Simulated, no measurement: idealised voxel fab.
You're looking at the process module voxel ribs on slabs.
The figure presents cross-section cut, which has a width of 265 nm and is divided into square cells with an edge length of 5 nm.
How to read a cross-section here: the picture is a grid of square cells, written as bands going from the top down, and any band can span one or more rows of cells.
Heights first: top, then bottom, in nm. Then materials, left to right, each with a width in nm. "full width" on a single material: fills the band edge to edge. "empty": empty space.
Measure heights from 0. That's the level where, below it, the as-received wafer is all one material. The lowest band is bottomless and extends downward; write it as in "0 down".
Quick explanation for "30->40": the width changes in equal steps down the rows of cells, from the first number in the band's top row to the second number in its bottom row.
For the purposes of this document, the phrase "no modifications" attached to a step denotes that no cell within the cross-section was modified by that step.
"Unvented cavities" enumerates empty spaces isolated from the top, with no open way to it, that contain at least 8 cells, giving each as width x height at distance from the left edge, all three in nm.
after a step's settings: what the simulator itself notes on the step
overlay nm, on a step with a mask: how far to the right of its planned place the mask lay; to the left if negative

# plan
1 RECEIVE | material Si
2 DIRECTIONAL_DEP | material SiO2 | thk nm 30
3 DIRECTIONAL_DEP | material SiN | thk nm 15
4 PATTERN | tone cover | mask id RIB | material resist | width nm 20 | thk nm 20 | overlay nm 0
5 DIRECTIONAL_ETCH | etch materials SiN | depth nm 10
6 STRIP | etch materials resist
7 PATTERN | tone cover | mask id SLAB | material resist | width nm 80 | thk nm 20 | overlay nm 0
8 DIRECTIONAL_ETCH | etch materials SiN | depth nm 5
9 STRIP | etch materials resist
10 FILL_DEP | material SiO2 | thk nm 20
11 CMP | height nm 55
12 DIRECTIONAL_DEP | material W | thk nm 5
13 DIRECTIONAL_DEP | material aC | thk nm 15
14 PATTERN | tone cover | mask id HEATER | material resist | width nm 30 | thk nm 30 | overlay nm 0
15 DIRECTIONAL_ETCH | etch materials aC | depth nm 5
16 STRIP | etch materials resist
17 DIRECTIONAL_ETCH | etch materials W | depth nm 5
18 STRIP | etch materials aC
19 CONFORMAL_DEP | material SiO2 | thk nm 10
The plan's step 15 depth nm is the first wafer's value; the wafers differ in this setting and start identical.

# First wafer of several, as received: cross-section after step 1
    0 down = Si full width
    Unvented cavities: none

# What follows is a table in which each wafer occupies a row; for the wafer as it stands at the close of the module, the row states, material by material, how many cells have been gained (+) or lost (-) since receipt, and then gives its closed voids
depth nm 5, +24 SiN, +665 SiO2, +53 W, Unvented cavities: none
depth nm 10, +24 SiN, +665 SiO2, +53 W, Unvented cavities: none
depth nm 15, +24 SiN, +669 SiO2, +6 W, Unvented cavities: none
depth nm 20, +24 SiN, +669 SiO2, +6 W, Unvented cavities: none
depth nm 25, +24 SiN, +669 SiO2, +6 W, Unvented cavities: none
depth nm 30, +24 SiN, +669 SiO2, +6 W, Unvented cavities: none
